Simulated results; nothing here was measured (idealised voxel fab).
process module | voxel lift off
cross-section cut | 290 nm wide | cells 5 nm
A cross-section is a grid of square cells, given in bands from the top down. A band is one or more rows of cells.
Each band's line starts with the height of the band's top and of its bottom, in nm. Then come its materials from left to right, each with its width in nm. One material with "throughout" fills the band from edge to edge. "air" is empty space.
Height 0 is the level under which the wafer as received is all one material. The lowest band goes on downwards, as in "0 down".
A width such as "30 to 40" changes by the same amount from each row of cells to the next, from the band's top row to its bottom row.
"no change" after a step means that no cell of the cross-section changed.
closed voids: empty space of 8 cells or more with no open way to the top, each as width x height at its distance from the left edge, in nm
after a step's settings: what the simulator itself notes on the step
overlay nm, on a step with a mask: how far to the right of its planned place the mask lay; to the left if negative
plan
1 op RECEIVE | material Si
2 op CONFORMAL_DEP | material SiN | thk nm 15
3 op PATTERN | tone open | mask id LINES | material resist | width nm 15 | pitch nm 35 | thk nm 15 | overlay nm 0
4 op DIRECTIONAL_DEP | material Ru | thk nm 5
5 op STRIP | etch materials resist
6 op CONFORMAL_DEP | material SiCN | thk nm 10
as received, after step 1
  0 down: Si throughout
  closed voids: none
a wafer at the end: this start, this plan, one mistake
  30 to 25: air 75 | SiCN 140 | air 75
  25 to 20: SiCN throughout
  20 to 15: SiCN 85 | Ru 15 | SiCN 20 | Ru 15 | SiCN 20 | Ru 15 | SiCN 20 | Ru 15 | SiCN 85
  15 to 0: SiCN throughout
  0 down: Si throughout
  closed voids: none
what went wrong: step 2 ran as: op CONFORMAL_DEP | material SiCN | thk nm 15
